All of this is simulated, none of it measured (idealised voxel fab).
process module | voxel transistor to metal
cross-section cut | 300 nm wide | cells 5 nm
A cross-section is a grid of square cells, given in bands from the top down. A band is one or more rows of cells.
Each band's line starts with the height of the band's top and of its bottom, in nm. Then come its materials from left to right, each with its width in nm. One material with "throughout" fills the band from edge to edge. "air" is empty space.
Height 0 is the level under which the wafer as received is all one material. The lowest band goes on downwards, as in "0 down".
A width such as "30 to 40" changes by the same amount from each row of cells to the next, from the band's top row to its bottom row.
"no change" after a step means that no cell of the cross-section changed.
closed voids: empty space of 8 cells or more with no open way to the top, each as width x height at its distance from the left edge, in nm
after a step's settings: what the simulator itself notes on the step
overlay nm, on a step with a mask: how far to the right of its planned place the mask lay; to the left if negative
plan
1 op RECEIVE | material Si
2 op OXIDIZE | depth nm 5
3 op CONFORMAL_DEP | material SiN | thk nm 10
4 op MASKED_ETCH | tone cover | mask id ACTIVE | width nm 110 | pitch nm 130 | etch materials SiN | depth nm 10 | overlay nm 0
5 op MASKED_ETCH | tone cover | mask id ACTIVE | width nm 110 | pitch nm 130 | etch materials SiO2 | depth nm 5 | overlay nm 0
6 op MASKED_ETCH | tone cover | mask id ACTIVE | width nm 110 | pitch nm 130 | etch materials Si | depth nm 20 | overlay nm 0
7 op FILL_DEP | material SiO2 | thk nm 5
8 op CMP | height nm 10
9 op SELECTIVE_ETCH | etch materials SiO2 | depth nm 10
10 op STRIP | etch materials SiN
11 op SELECTIVE_ETCH | etch materials SiO2 | depth nm 5
12 op OXIDIZE | depth nm 5
13 op DIRECTIONAL_DEP | material polySi | thk nm 20
14 op DIRECTIONAL_DEP | material SiCN | thk nm 10
15 op DIRECTIONAL_DEP | material aC | thk nm 15
16 op PATTERN | tone cover | mask id GATE | material resist | width nm 30 | pitch nm 130 | thk nm 30 | overlay nm 0
17 op DIRECTIONAL_ETCH | etch materials aC | depth nm 15
18 op STRIP | etch materials resist
19 op DIRECTIONAL_ETCH | etch materials SiCN | depth nm 20
20 op DIRECTIONAL_ETCH | etch materials polySi | depth nm 30
21 op STRIP | etch materials aC
22 op CONFORMAL_DEP | material SiO2 | thk nm 5
23 op DIRECTIONAL_ETCH | etch materials SiO2 | depth nm 5
24 op CONFORMAL_DEP | material SiN | thk nm 5
25 op DIRECTIONAL_ETCH | etch materials SiN | depth nm 5
26 op DIRECTIONAL_ETCH | etch materials SiO2 | depth nm 5
27 op DIRECTIONAL_ETCH | etch materials Si | depth nm 15
28 op EPI | material SiGe | thk nm 15
29 op FILL_DEP | material SiO2 | thk nm 10
30 op CMP | height nm 15
31 op STRIP | etch materials polySi
32 op SELECTIVE_ETCH | etch materials SiO2 | depth nm 5
33 op CONFORMAL_DEP | material HfO2 | thk nm 5
34 op CONFORMAL_DEP | material TiN | thk nm 5
35 op FILL_DEP | material W | thk nm 10
36 op CMP | height nm 10
37 op DIRECTIONAL_DEP | material SiO2 | thk nm 10
38 op MASKED_ETCH | tone open | mask id CONTACT | width nm 15 | etch materials SiO2 | depth nm 30 | overlay nm 0
39 op CONFORMAL_DEP | material TiN | thk nm 5
40 op FILL_DEP | material W | thk nm 5
41 op CMP | height nm 20
42 op CONFORMAL_DEP | material SiCN | thk nm 5
43 op DIRECTIONAL_DEP | material SiO2 | thk nm 15
44 op DIRECTIONAL_DEP | material aC | thk nm 15
45 op PATTERN | tone open | mask id METAL_1 | material resist | width nm 15 | thk nm 35 | overlay nm 0
46 op DIRECTIONAL_ETCH | etch materials aC | depth nm 15
47 op STRIP | etch materials resist
48 op DIRECTIONAL_ETCH | etch materials SiO2 | depth nm 15
49 op DIRECTIONAL_ETCH | etch materials SiCN | depth nm 5
50 op STRIP | etch materials aC
51 op CONFORMAL_DEP | material TiN | thk nm 5
52 op FILL_DEP | material W | thk nm 10
53 op CMP | height nm 40
54 op CONFORMAL_DEP | material SiN | thk nm 5
as received, after step 1
  0 down: Si throughout
  closed voids: none
first wafer at the end, as planned
  45 to 40: SiN throughout
  40 to 25: SiO2 40 | TiN 5 | W 5 | TiN 5 | SiO2 60 | TiN 5 | W 5 | TiN 5 | SiO2 40 | TiN 5 | W 5 | TiN 5 | SiO2 60 | TiN 5 | W 5 | TiN 5 | SiO2 40
  25 to 20: SiCN 40 | TiN 15 | SiCN 60 | TiN 15 | SiCN 40 | TiN 15 | SiCN 60 | TiN 15 | SiCN 40
  20 to 10: SiO2 40 | TiN 5 | W 5 | TiN 5 | SiO2 60 | TiN 5 | W 5 | TiN 5 | SiO2 40 | TiN 5 | W 5 | TiN 5 | SiO2 60 | TiN 5 | W 5 | TiN 5 | SiO2 40
  10 to 5: SiO2 40 | TiN 15 | SiO2 5 | SiN 5 | HfO2 5 | TiN 5 | W 20 | TiN 5 | HfO2 5 | SiN 5 | SiO2 5 | TiN 15 | SiO2 40 | TiN 15 | SiO2 5 | SiN 5 | HfO2 5 | TiN 5 | W 20 | TiN 5 | HfO2 5 | SiN 5 | SiO2 5 | TiN 15 | SiO2 40
  5 to 0: SiO2 40 | TiN 5 | SiGe 15 | SiN 5 | HfO2 5 | TiN 5 | W 20 | TiN 5 | HfO2 5 | SiN 5 | SiGe 15 | TiN 5 | SiO2 40 | TiN 5 | SiGe 15 | SiN 5 | HfO2 5 | TiN 5 | W 20 | TiN 5 | HfO2 5 | SiN 5 | SiGe 15 | TiN 5 | SiO2 40
  0 to -5: SiO2 40 | TiN 5 | SiGe 15 | SiN 5 | HfO2 5 | TiN 30 | HfO2 5 | SiN 5 | SiGe 15 | TiN 5 | SiO2 40 | TiN 5 | SiGe 15 | SiN 5 | HfO2 5 | TiN 30 | HfO2 5 | SiN 5 | SiGe 15 | TiN 5 | SiO2 40
  -5 to -10: SiO2 40 | TiN 5 | SiGe 15 | SiO2 5 | HfO2 40 | SiO2 5 | SiGe 15 | TiN 5 | SiO2 40 | TiN 5 | SiGe 15 | SiO2 5 | HfO2 40 | SiO2 5 | SiGe 15 | TiN 5 | SiO2 40
  -10 to -25: SiO2 30 | SiGe 30 | Si 50 | SiGe 30 | SiO2 20 | SiGe 30 | Si 50 | SiGe 30 | SiO2 30
  -25 down: Si throughout
  closed voids: none
second wafer at the end: like start, like plan, one mistake
  45 to 40: SiN throughout
  40 to 25: SiO2 40 | TiN 5 | W 5 | TiN 5 | SiO2 60 | TiN 5 | W 5 | TiN 5 | SiO2 40 | TiN 5 | W 5 | TiN 5 | SiO2 60 | TiN 5 | W 5 | TiN 5 | SiO2 40
  25 to 20: SiCN 40 | TiN 15 | SiCN 60 | TiN 15 | SiCN 40 | TiN 15 | SiCN 60 | TiN 15 | SiCN 40
  20 to 15: SiO2 40 | TiN 5 | W 5 | TiN 5 | SiO2 60 | TiN 5 | W 5 | TiN 5 | SiO2 40 | TiN 5 | W 5 | TiN 5 | SiO2 60 | TiN 5 | W 5 | TiN 5 | SiO2 40
  15 to 10: SiO2 40 | TiN 15 | SiO2 60 | TiN 5 | W 5 | TiN 5 | SiO2 40 | TiN 15 | SiO2 60 | TiN 5 | W 5 | TiN 5 | SiO2 40
  10 to 5: SiO2 40 | TiN 10 | SiN 5 | HfO2 5 | TiN 5 | W 20 | TiN 5 | HfO2 5 | SiN 5 | SiO2 15 | TiN 5 | W 5 | TiN 5 | SiO2 40 | TiN 10 | SiN 5 | HfO2 5 | TiN 5 | W 20 | TiN 5 | HfO2 5 | SiN 5 | SiO2 15 | TiN 5 | W 5 | TiN 5 | SiO2 40
  5 to 0: SiO2 35 | SiGe 15 | SiN 5 | HfO2 5 | TiN 5 | W 20 | TiN 5 | HfO2 5 | SiN 5 | SiGe 15 | TiN 5 | W 5 | TiN 5 | SiO2 35 | SiGe 15 | SiN 5 | HfO2 5 | TiN 5 | W 20 | TiN 5 | HfO2 5 | SiN 5 | SiGe 15 | TiN 5 | W 5 | TiN 5 | SiO2 40
  0 to -5: SiO2 35 | SiGe 15 | SiN 5 | HfO2 5 | TiN 30 | HfO2 5 | SiN 5 | SiGe 15 | TiN 5 | W 5 | TiN 5 | SiO2 35 | SiGe 15 | SiN 5 | HfO2 5 | TiN 30 | HfO2 5 | SiN 5 | SiGe 15 | TiN 5 | W 5 | TiN 5 | SiO2 40
  -5 to -10: SiO2 35 | SiGe 15 | SiO2 5 | HfO2 40 | SiO2 5 | SiGe 15 | TiN 15 | SiO2 35 | SiGe 15 | SiO2 5 | HfO2 40 | SiO2 5 | SiGe 15 | TiN 15 | SiO2 40
  -10 to -25: SiO2 30 | SiGe 20 | Si 50 | SiGe 40 | SiO2 20 | SiGe 20 | Si 50 | SiGe 40 | SiO2 30
  -25 down: Si throughout
  closed voids: none
what went wrong: step 16 ran as: op PATTERN | tone cover | mask id GATE | material resist | width nm 30 | pitch nm 130 | thk nm 30 | overlay nm -10
at the end the second wafer has, in cells: 4 fewer of SiO2 | 4 more of W
